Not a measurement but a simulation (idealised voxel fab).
You're looking at the process module voxel self aligned vias.
Xsec cut, 275 nm wide, square cell size 5 nm.
Notation: cross-section as square-cell grid; stated in bands, top first, going down; one or more cell rows per band. Look at the band entry: it leads with the top's height and the bottom's height in nm. Then it lists the materials left to right, with a width in nm for each. The word "edge to edge" on a single material says that material fills the band edge to edge. The word "empty" is empty space. For the purposes of this specification, 0 denotes the height below which the wafer in its as-received condition is composed wholly of one material, and the lowermost band, lacking a lower limit, extends downward without end, as expressed in "0 -> down". With a width like "30..40", each row of cells in the band differs from the next by the same amount, the top row carrying the first number and the bottom row the second. The designation "same as before", where it is given for a processing step, indicates that no cell of the cross-section was altered in the course of that step. Reported under the label "Unvented internal voids" are the empty spaces having no open way to the top and comprising 8 cells or more; the notation for each is width x height at distance, in which the distance is measured from the left edge and all three values are in nm. If you see something after the settings on a step's line, that's the simulator's own remark about that step. overlay nm: mask offset rightward from planned place, masked step; negative means leftward offset.
The process steps that were planned are listed below:
- 1: RECEIVE with material Si
- 2: CONFORMAL_DEP with material SiO2, thk nm 15
- 3: CONFORMAL_DEP with material SiCN, thk nm 5
- 4: DIRECTIONAL_DEP with material lowk, thk nm 20
- 5: PATTERN with tone open, mask id LINES, material resist, width nm 25, pitch nm 60, thk nm 15, overlay nm 0
- 6: DIRECTIONAL_ETCH with etch materials lowk, depth nm 20
- 7: STRIP with etch materials resist
- 8: CONFORMAL_DEP with material TiN, thk nm 5
- 9: FILL_DEP with material Ru, thk nm 5
- 10: CMP with height nm 40
- 11: SELECTIVE_ETCH with etch materials W Ru TiN, depth nm 10
- 12: FILL_DEP with material SiN, thk nm 5
- 13: CMP with height nm 40
- 14: DIRECTIONAL_DEP with material lowk, thk nm 15
- 15: PATTERN with tone open, mask id VIAS, material resist, width nm 25, pitch nm 60, thk nm 15, overlay nm 0
- 16: DIRECTIONAL_ETCH with etch materials lowk, depth nm 15
- 17: DIRECTIONAL_ETCH with etch materials SiN, depth nm 10
- 18: STRIP with etch materials resist
- 19: CONFORMAL_DEP with material TiN, thk nm 5
- 20: FILL_DEP with material Cu, thk nm 10
- 21: CMP with height nm 55
- 22: CONFORMAL_DEP with material SiCN, thk nm 5
Variable across wafers: step 15 width nm (plan value is that of the first wafer; starting state common to all).
The first of several wafers, as received after step 1, seen in section:
    0 -> down: Si edge to edge
    Unvented internal voids: none
Wafer rows; end of module; cells per material since receipt: (+) gained, (-) lost; then closed voids:
width nm 25 | +24 Cu | +6 Ru | +110 SiCN | +165 SiO2 | +40 TiN | +315 lowk | Unvented internal voids: none
width nm 30 | +28 Cu | +6 Ru | +110 SiCN | +165 SiO2 | +42 TiN | +309 lowk | Unvented internal voids: none
width nm 35 | +32 Cu | +6 Ru | +110 SiCN | +165 SiO2 | +44 TiN | +303 lowk | Unvented internal voids: none
width nm 40 | +36 Cu | +6 Ru | +110 SiCN | +165 SiO2 | +46 TiN | +297 lowk | Unvented internal voids: none
width nm 45 | +40 Cu | +6 Ru | +110 SiCN | +165 SiO2 | +48 TiN | +291 lowk | Unvented internal voids: none
